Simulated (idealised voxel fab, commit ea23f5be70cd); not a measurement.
process module | voxel transistor to metal
cross-section cut | 170 nm wide | cells 5 nm
A cross-section is a grid of square cells, given in bands from the top down. A band is one or more rows of cells.
Each band's line starts with the height of the band's top and of its bottom, in nm. Then come its materials from left to right, each with its width in nm. One material with "throughout" fills the band from edge to edge. "air" is empty space.
Height 0 is the level under which the wafer as received is all one material. The lowest band goes on downwards, as in "0 down".
A width such as "30 to 40" changes by the same amount from each row of cells to the next, from the band's top row to its bottom row.
"no change" after a step means that no cell of the cross-section changed.
closed voids: empty space of 8 cells or more with no open way to the top, each as width x height at its distance from the left edge, in nm
after a step's settings: what the simulator itself notes on the step
overlay nm, on a step with a mask: how far to the right of its planned place the mask lay; to the left if negative
plan
1 op RECEIVE | material Si
2 op OXIDIZE | depth nm 5
3 op CONFORMAL_DEP | material SiN | thk nm 10
4 op MASKED_ETCH | tone cover | mask id ACTIVE | width nm 125 | etch materials SiN | depth nm 10 | overlay nm 0
5 op MASKED_ETCH | tone cover | mask id ACTIVE | width nm 125 | etch materials SiO2 | depth nm 5 | overlay nm 0
6 op MASKED_ETCH | tone cover | mask id ACTIVE | width nm 125 | etch materials Si | depth nm 25 | overlay nm 0
7 op OXIDIZE | depth nm 5
8 op FILL_DEP | material SiO2 | thk nm 15
9 op CMP | height nm 10
10 op SELECTIVE_ETCH | etch materials SiO2 | depth nm 5
11 op STRIP | etch materials SiN
12 op SELECTIVE_ETCH | etch materials SiO2 | depth nm 5
13 op OXIDIZE | depth nm 5
14 op DIRECTIONAL_DEP | material polySi | thk nm 30
15 op DIRECTIONAL_DEP | material SiCN | thk nm 10
16 op MASKED_ETCH | tone cover | mask id GATE | width nm 25 | etch materials SiCN | depth nm 20 | overlay nm 0
17 op MASKED_ETCH | tone cover | mask id GATE | width nm 25 | etch materials polySi | depth nm 40 | overlay nm 0
18 op CONFORMAL_DEP | material SiO2 | thk nm 5
19 op DIRECTIONAL_ETCH | etch materials SiO2 | depth nm 5
20 op CONFORMAL_DEP | material SiN | thk nm 10
21 op DIRECTIONAL_ETCH | etch materials SiN | depth nm 10
22 op DIRECTIONAL_ETCH | etch materials SiO2 | depth nm 5
23 op DIRECTIONAL_ETCH | etch materials Si | depth nm 10
24 op EPI | material pSi | thk nm 15
25 op FILL_DEP | material SiO2 | thk nm 5
26 op CMP | height nm 35
27 op DIRECTIONAL_DEP | material SiO2 | thk nm 10
28 op PATTERN | tone open | mask id CONTACT | material resist | width nm 35 | pitch nm 70 | thk nm 20 | overlay nm 0
29 op DIRECTIONAL_ETCH | etch materials SiO2 | depth nm 40
30 op STRIP | etch materials resist
31 op CONFORMAL_DEP | material TiN | thk nm 5
32 op FILL_DEP | material W | thk nm 10
33 op CMP | height nm 45
34 op CONFORMAL_DEP | material SiN | thk nm 5
35 op DIRECTIONAL_DEP | material lowk | thk nm 25
36 op DIRECTIONAL_DEP | material aC | thk nm 15
37 op PATTERN | tone open | mask id METAL_1 | material resist | width nm 20 | pitch nm 85 | thk nm 30 | overlay nm 0
38 op DIRECTIONAL_ETCH | etch materials aC | depth nm 15
39 op STRIP | etch materials resist
40 op DIRECTIONAL_ETCH | etch materials lowk | depth nm 25
41 op DIRECTIONAL_ETCH | etch materials SiN | depth nm 5
42 op STRIP | etch materials aC
43 op CONFORMAL_DEP | material TiN | thk nm 5
44 op FILL_DEP | material Ru | thk nm 5
45 op CMP | height nm 75
46 op CONFORMAL_DEP | material SiCN | thk nm 5
47 op DIRECTIONAL_DEP | material lowk | thk nm 25
48 op MASKED_ETCH | tone open | mask id METAL_2 | width nm 20 | pitch nm 85 | etch materials lowk | depth nm 15 | overlay nm 0
49 op MASKED_ETCH | tone open | mask id METAL_2_HOLES | width nm 15 | pitch nm 85 | etch materials lowk | depth nm 10 | overlay nm 0
50 op MASKED_ETCH | tone open | mask id METAL_2_HOLES | width nm 15 | pitch nm 85 | etch materials SiCN | depth nm 5 | overlay nm 0
51 op CONFORMAL_DEP | material TiN | thk nm 5
52 op FILL_DEP | material Cu | thk nm 10
53 op CMP | height nm 105
54 op CONFORMAL_DEP | material SiCN | thk nm 5
as received, after step 1
  0 down: Si throughout
  closed voids: none
first wafer at the end, as planned
  110 to 105: SiCN throughout
  105 to 95: lowk 30 | TiN 5 | Cu 10 | TiN 5 | lowk 65 | TiN 5 | Cu 10 | TiN 5 | lowk 35
  95 to 90: lowk 30 | TiN 5 | Cu 5 | TiN 10 | lowk 65 | TiN 5 | Cu 5 | TiN 10 | lowk 35
  90 to 80: lowk 30 | TiN 5 | Cu 5 | TiN 5 | lowk 70 | TiN 5 | Cu 5 | TiN 5 | lowk 40
  80 to 75: SiCN 30 | TiN 15 | SiCN 70 | TiN 15 | SiCN 40
  75 to 50: lowk 30 | TiN 5 | Ru 10 | TiN 5 | lowk 65 | TiN 5 | Ru 10 | TiN 5 | lowk 35
  50 to 45: SiN 30 | TiN 20 | SiN 65 | TiN 20 | SiN 35
  45 to 35: SiO2 30 | TiN 5 | W 25 to 15 | TiN 5 to 15 | SiO2 35 | TiN 5 to 15 | W 25 to 15 | TiN 5 | SiO2 35
  35 to 25: SiO2 30 | TiN 5 | W 15 | TiN 5 | SiN 10 | SiO2 5 | SiCN 25 | SiO2 5 | SiN 10 | TiN 5 | W 15 | TiN 5 | SiO2 35
  25 to 10: SiO2 30 | TiN 5 | W 15 | TiN 5 | SiN 10 | SiO2 5 | polySi 25 | SiO2 5 | SiN 10 | TiN 5 | W 15 | TiN 5 | SiO2 35
  10 to 5: SiO2 30 | TiN 25 | SiN 10 | SiO2 5 | polySi 25 | SiO2 5 | SiN 10 | TiN 25 | SiO2 35
  5 to 0: SiO2 25 | pSi 30 | SiN 10 | SiO2 5 | polySi 25 | SiO2 5 | SiN 10 | pSi 30 | SiO2 30
  0 to -5: SiO2 20 | SiN 10 | pSi 25 | SiN 10 | SiO2 5 | polySi 25 | SiO2 5 | SiN 10 | pSi 25 | SiN 10 | SiO2 25
  -5 to -10: SiO2 30 | pSi 25 | SiO2 55 | pSi 25 | SiO2 35
  -10 to -20: SiO2 25 | Si 5 | pSi 25 | Si 55 | pSi 25 | Si 5 | SiO2 30
  -20 to -35: SiO2 25 | Si 115 | SiO2 30
  -35 down: Si throughout
  closed voids: none
second wafer at the end: like start, like plan, one mistake
  110 to 105: SiCN throughout
  105 to 100: Cu throughout
  100 to 95: TiN 35 | Cu 10 | TiN 75 | Cu 10 | TiN 40
  95 to 90: lowk 30 | TiN 20 | lowk 65 | TiN 20 | lowk 35
  90 to 80: lowk 45 | TiN 5 | lowk 80 | TiN 5 | lowk 35
  80 to 75: SiCN throughout
  75 to 50: lowk 30 | TiN 5 | Ru 10 | TiN 5 | lowk 65 | TiN 5 | Ru 10 | TiN 5 | lowk 35
  50 to 45: SiN 30 | TiN 20 | SiN 65 | TiN 20 | SiN 35
  45 to 35: SiO2 30 | TiN 5 | W 25 to 15 | TiN 5 to 15 | SiO2 35 | TiN 5 to 15 | W 25 to 15 | TiN 5 | SiO2 35
  35 to 25: SiO2 30 | TiN 5 | W 15 | TiN 5 | SiN 10 | SiO2 5 | SiCN 25 | SiO2 5 | SiN 10 | TiN 5 | W 15 | TiN 5 | SiO2 35
  25 to 10: SiO2 30 | TiN 5 | W 15 | TiN 5 | SiN 10 | SiO2 5 | polySi 25 | SiO2 5 | SiN 10 | TiN 5 | W 15 | TiN 5 | SiO2 35
  10 to 5: SiO2 30 | TiN 25 | SiN 10 | SiO2 5 | polySi 25 | SiO2 5 | SiN 10 | TiN 25 | SiO2 35
  5 to 0: SiO2 25 | pSi 30 | SiN 10 | SiO2 5 | polySi 25 | SiO2 5 | SiN 10 | pSi 30 | SiO2 30
  0 to -5: SiO2 20 | SiN 10 | pSi 25 | SiN 10 | SiO2 5 | polySi 25 | SiO2 5 | SiN 10 | pSi 25 | SiN 10 | SiO2 25
  -5 to -10: SiO2 30 | pSi 25 | SiO2 55 | pSi 25 | SiO2 35
  -10 to -20: SiO2 25 | Si 5 | pSi 25 | Si 55 | pSi 25 | Si 5 | SiO2 30
  -20 to -35: SiO2 25 | Si 115 | SiO2 30
  -35 down: Si throughout
  closed voids: none
what went wrong: step 49 ran as: op MASKED_ETCH | tone cover | mask id METAL_2_HOLES | width nm 15 | pitch nm 85 | etch materials lowk | depth nm 10 | overlay nm 0
at the end the second wafer has, in cells: 24 more of Cu | 6 more of SiCN | 14 more of TiN | 44 fewer of lowk
